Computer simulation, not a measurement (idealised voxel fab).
Documented hereafter: the process module known as voxel ribs on slabs.
Pictured: cross-section cut, 155 nm wide, on a grid of 5 nm square cells.
Cross-section format: a grid of square cells, given as bands from top to bottom; each band is one or more rows of cells.
Top height, bottom height, nm. Materials left to right, width each, nm. Single material + "full width" = fills band edge to edge. "empty" = empty.
The reference from which all heights are counted is 0, the level beneath which the as-received wafer is entirely one material; the lowest band, having no lower bound, proceeds downward and is written after the example "0 nm and below".
Width "30 to 40": first value at the band's top row of cells, second value at its bottom row, equal change from row to row.
No cell of the cross-section changed in a step that is given as "identical to before".
You'll see "Enclosed void inventory" listing empty spaces that have no way open to the top, as long as they're 8 cells or more; the notation is width x height at distance, where the distance is from the left edge, and all of it is in nm.
What comes after the settings on a step's line is commentary from the simulator itself on that step.
For masked steps, "overlay nm" on the step line gives how far right of plan the mask actually lay; a minus sign means it lay to the left.
## Steps in the process plan
1) op RECEIVE | material Si
2) op DIRECTIONAL_DEP | material SiO2 | thk nm 25
3) op DIRECTIONAL_DEP | material SiN | thk nm 15
4) op PATTERN | tone cover | mask id RIB | material resist | width nm 15 | thk nm 15 | overlay nm 0
5) op DIRECTIONAL_ETCH | etch materials SiN | depth nm 10
6) op STRIP | etch materials resist
7) op MASKED_ETCH | tone cover | mask id SLAB | width nm 65 | etch materials SiN | depth nm 5 | overlay nm 0
8) op FILL_DEP | material SiO2 | thk nm 20
9) op CMP | height nm 55
10) op DIRECTIONAL_DEP | material W | thk nm 10
11) op MASKED_ETCH | tone cover | mask id HEATER | width nm 25 | etch materials W | depth nm 10 | overlay nm 0
12) op CONFORMAL_DEP | material SiO2 | thk nm 10
## First out of two wafers; run went to plan
## So this is the incoming wafer in cross-section - it's already been through step 1
> 0 nm and below  Si full width
> Enclosed void inventory: none
## The wafer, seen in cross-section, after step 2
> 25 nm to 0 nm  SiO2 full width
> Heights below 0 show no change.
## The wafer, seen in cross-section, after step 3
> 40 nm to 25 nm  SiN full width
> Heights below 25 show no change.
## The wafer, seen in cross-section, after step 4
> 55 nm to 40 nm  70 nm empty, 15 nm resist, 70 nm empty
> Heights below 40 show no change.
## The wafer, seen in cross-section, after step 5
> 55 nm to 40 nm  70 nm empty, 15 nm resist, 70 nm empty
> 40 nm to 30 nm  70 nm empty, 15 nm SiN, 70 nm empty
> Heights below 30 show no change.
## The wafer, seen in cross-section, after step 6
> 40 nm to 30 nm  70 nm empty, 15 nm SiN, 70 nm empty
> Heights below 30 show no change.
## The wafer, seen in cross-section, after step 7
> 40 nm to 30 nm  70 nm empty, 15 nm SiN, 70 nm empty
> 30 nm to 25 nm  45 nm empty, 65 nm SiN, 45 nm empty
> Heights below 25 show no change.
## The wafer, seen in cross-section, after step 8
> 60 nm to 40 nm  SiO2 full width
> 40 nm to 30 nm  70 nm SiO2, 15 nm SiN, 70 nm SiO2
> 30 nm to 25 nm  45 nm SiO2, 65 nm SiN, 45 nm SiO2
> Heights below 25 show no change.
## The wafer, seen in cross-section, after step 9
> 55 nm to 40 nm  SiO2 full width
> Heights below 40 show no change.
## The wafer, seen in cross-section, after step 10
> 65 nm to 55 nm  W full width
> Heights below 55 show no change.
## The wafer, seen in cross-section, after step 11
> 65 nm to 55 nm  65 nm empty, 25 nm W, 65 nm empty
> Heights below 55 show no change.
## The wafer, seen in cross-section, after step 12
> 75 nm to 65 nm  55 nm empty, 45 nm SiO2, 55 nm empty
> 65 nm to 55 nm  65 nm SiO2, 25 nm W, 65 nm SiO2
> Heights below 55 show no change.
## For the second wafer, take the first wafer's start and plan, then add one mistake made in running it; everything through step 7, that step included, is shared with the first
## Cross-section of the second wafer at the time by which step 8 should have been completed according to the plan
> 60 nm to 40 nm  W full width
> 40 nm to 30 nm  70 nm W, 15 nm SiN, 70 nm W
> 30 nm to 25 nm  45 nm W, 65 nm SiN, 45 nm W
> Heights below 25 show no change.
## Cross-section of the second wafer at the time by which step 9 should have been completed according to the plan
> 55 nm to 40 nm  W full width
> Heights below 40 show no change.
## Cross-section of the second wafer at the time by which step 10 should have been completed according to the plan
> 65 nm to 40 nm  W full width
> Heights below 40 show no change.
## Cross-section of the second wafer at the time by which step 11 should have been completed according to the plan
> 65 nm to 55 nm  65 nm empty, 25 nm W, 65 nm empty
> Heights below 55 show no change.
## Cross-section of the second wafer at the time by which step 12 should have been completed according to the plan
> 75 nm to 65 nm  55 nm empty, 45 nm SiO2, 55 nm empty
> 65 nm to 55 nm  65 nm SiO2, 25 nm W, 65 nm SiO2
> Heights below 55 show no change.
What was done differently from what was planned? rather than as planned, step 8 actually ran as op FILL_DEP | material W | thk nm 20
In the final state, the cell counts of the second wafer exceed or fall short of those of the first for the following materials: SiO2 -167, W +167
